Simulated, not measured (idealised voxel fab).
Process module heading - voxel gate over fins
This is section cut - it's 155 nm across, gridded in 5 nm square cells.
The cross-sections in this document take the form of a grid made of square cells. They are written out as bands, in order from top to bottom. Each band consists of one or more rows of cells. In this notation a band is specified by the heights of its top and bottom, in that order and in nm, after which its materials appear from left to right, each paired with its width in nm. The word "edge to edge" attached to a single material means that material fills the band from edge to edge; the word "empty" stands for empty space. Heights are measured from 0, the level below which the as-received wafer is all one material; the lowest band has no bottom and continues downward, written as in "0 down". Graded width ("30..40"): value in top row of band = first number; value in bottom row = second number; row-to-row change constant. "changes: none", as given for a step, is the statement that not any cell of the cross-section underwent a change during that step. Unvented cavities: empty space of 8 cells or more with no open way to the top, each as width x height at its distance from the left edge, in nm. The remark found on a step's line after its settings is issued by the simulator itself and pertains to that step. overlay nm: right-of-plan distance of the mask on a masked step; negative values mean left-of-plan.
[Planned step list for the process]
1) op RECEIVE | material Si
2) op CONFORMAL_DEP | material SiN | thk nm 10
3) op DIRECTIONAL_DEP | material aC | thk nm 10
4) op PATTERN | tone cover | mask id FINS | material resist | width nm 15 | pitch nm 35 | thk nm 30 | overlay nm 0
5) op DIRECTIONAL_ETCH | etch materials aC | depth nm 10
6) op STRIP | etch materials resist
7) op DIRECTIONAL_ETCH | etch materials SiN | depth nm 10
8) op DIRECTIONAL_ETCH | etch materials Si | depth nm 40
9) op STRIP | etch materials aC
10) op FILL_DEP | material SiO2 | thk nm 10
11) op CMP | height nm 10
12) op SELECTIVE_ETCH | etch materials SiO2 | depth nm 20
13) op STRIP | etch materials SiN
14) op CONFORMAL_DEP | material HfO2 | thk nm 5
15) op CONFORMAL_DEP | material TiN | thk nm 5
16) op CONFORMAL_DEP | material TiAl | thk nm 5
17) op CONFORMAL_DEP | material TiN | thk nm 5
18) op FILL_DEP | material W | thk nm 15
19) op CMP | height nm 30
20) op CONFORMAL_DEP | material SiN | thk nm 5
[As-received state of the wafer in cross-section, equivalent to post-step 1]
0 down | Si edge to edge
Unvented cavities: none
[Run as planned - first of the two wafers cross-sectioned at the end of the module]
35 to 30 | SiN edge to edge
30 to 20 | W edge to edge
20 to 15 | W 15, then TiN 125, then W 15
15 to 10 | W 15, then TiN 5, then TiAl 115, then TiN 5, then W 15
10 to 5 | TiN 20, then TiAl 5, then TiN 105, then TiAl 5, then TiN 20
5 to 0 | TiAl 25, then TiN 5, then HfO2 25, then TiN 10, then HfO2 25, then TiN 10, then HfO2 25, then TiN 5, then TiAl 25
0 to -5 | TiN 30, then HfO2 5, then Si 15, then HfO2 5, then TiN 10, then HfO2 5, then Si 15, then HfO2 5, then TiN 10, then HfO2 5, then Si 15, then HfO2 5, then TiN 30
-5 to -10 | HfO2 35, then Si 15, then HfO2 20, then Si 15, then HfO2 20, then Si 15, then HfO2 35
-10 to -40 | SiO2 35, then Si 15, then SiO2 20, then Si 15, then SiO2 20, then Si 15, then SiO2 35
-40 down | Si edge to edge
Unvented cavities: none
[Wafer two, end of module, cross-section. Same start, same plan as wafer one. One mistake in the run]
35 to 30 | SiN edge to edge
30 to 20 | W edge to edge
20 to 15 | W 15, then TiN 130, then W 10
15 to 10 | W 15, then TiN 5, then TiAl 120, then TiN 5, then W 10
10 to 5 | TiN 20, then TiAl 5, then TiN 110, then TiAl 5, then TiN 15
5 to 0 | TiAl 25, then TiN 5, then HfO2 30, then TiN 5, then HfO2 30, then TiN 5, then HfO2 30, then TiN 5, then TiAl 20
0 to -5 | TiN 30, then HfO2 5, then Si 20, then HfO2 5, then TiN 5, then HfO2 5, then Si 20, then HfO2 5, then TiN 5, then HfO2 5, then Si 20, then HfO2 5, then TiN 25
-5 to -10 | HfO2 35, then Si 20, then HfO2 15, then Si 20, then HfO2 15, then Si 20, then HfO2 30
-10 to -40 | SiO2 35, then Si 20, then SiO2 15, then Si 20, then SiO2 15, then Si 20, then SiO2 30
-40 down | Si edge to edge
Unvented cavities: none
What was done differently from what was planned? step 4 was run on a setting that differed from the plan, and what really ran there is op PATTERN | tone cover | mask id FINS | material resist | width nm 20 | pitch nm 35 | thk nm 30 | overlay nm 0
Final wafer comparison in cells, second versus first, more or fewer per material: Si +24 | SiO2 -18 | TiN -4 | W -2
